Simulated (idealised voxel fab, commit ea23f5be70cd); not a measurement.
process module | voxel quadruple lines
cross-section cut | 290 nm wide | cells 5 nm
A cross-section is a grid of square cells, given in bands from the top down. A band is one or more rows of cells.
Each band's line starts with the height of the band's top and of its bottom, in nm. Then come its materials from left to right, each with its width in nm. One material with "throughout" fills the band from edge to edge. "air" is empty space.
Height 0 is the level under which the wafer as received is all one material. The lowest band goes on downwards, as in "0 down".
A width such as "30 to 40" changes by the same amount from each row of cells to the next, from the band's top row to its bottom row.
"no change" after a step means that no cell of the cross-section changed.
closed voids: empty space of 8 cells or more with no open way to the top, each as width x height at its distance from the left edge, in nm
after a step's settings: what the simulator itself notes on the step
overlay nm, on a step with a mask: how far to the right of its planned place the mask lay; to the left if negative
plan
1 op RECEIVE | material Si
2 op CONFORMAL_DEP | material Al2O3 | thk nm 5
3 op DIRECTIONAL_DEP | material W | thk nm 10
4 op DIRECTIONAL_DEP | material polySi | thk nm 15
5 op DIRECTIONAL_DEP | material aC | thk nm 20
6 op PATTERN | tone cover | mask id MANDREL | material resist | width nm 35 | pitch nm 100 | thk nm 30 | overlay nm 0
7 op DIRECTIONAL_ETCH | etch materials aC | depth nm 20
8 op STRIP | etch materials resist
9 op CONFORMAL_DEP | material SiO2 | thk nm 15
10 op DIRECTIONAL_ETCH | etch materials SiO2 | depth nm 15
11 op STRIP | etch materials aC
12 op DIRECTIONAL_ETCH | etch materials polySi | depth nm 15
13 op STRIP | etch materials SiO2
14 op CONFORMAL_DEP | material SiCN | thk nm 10
15 op DIRECTIONAL_ETCH | etch materials SiCN | depth nm 10
16 op STRIP | etch materials polySi
17 op DIRECTIONAL_ETCH | etch materials W | depth nm 10
18 op STRIP | etch materials SiCN
19 op FILL_DEP | material SiO2 | thk nm 5
20 op CMP | height nm 15
as received, after step 1
  0 down: Si throughout
  closed voids: none
first wafer at the end, as planned
  15 to 5: SiO2 50 | W 10 | SiO2 15 | W 10 | SiO2 15 | W 10 | SiO2 15 | W 10 | SiO2 15 | W 10 | SiO2 15 | W 10 | SiO2 15 | W 10 | SiO2 15 | W 10 | SiO2 55
  5 to 0: Al2O3 throughout
  0 down: Si throughout
  closed voids: none
second wafer at the end: like start, like plan, one mistake
  15 to 5: SiO2 55 | W 5 | SiO2 15 | W 5 | SiO2 25 | W 5 | SiO2 15 | W 5 | SiO2 25 | W 5 | SiO2 15 | W 5 | SiO2 25 | W 5 | SiO2 15 | W 5 | SiO2 60
  5 to 0: Al2O3 throughout
  0 down: Si throughout
  closed voids: none
what went wrong: step 14 ran as: op CONFORMAL_DEP | material SiCN | thk nm 5
at the end the second wafer has, in cells: 16 more of SiO2 | 16 fewer of W
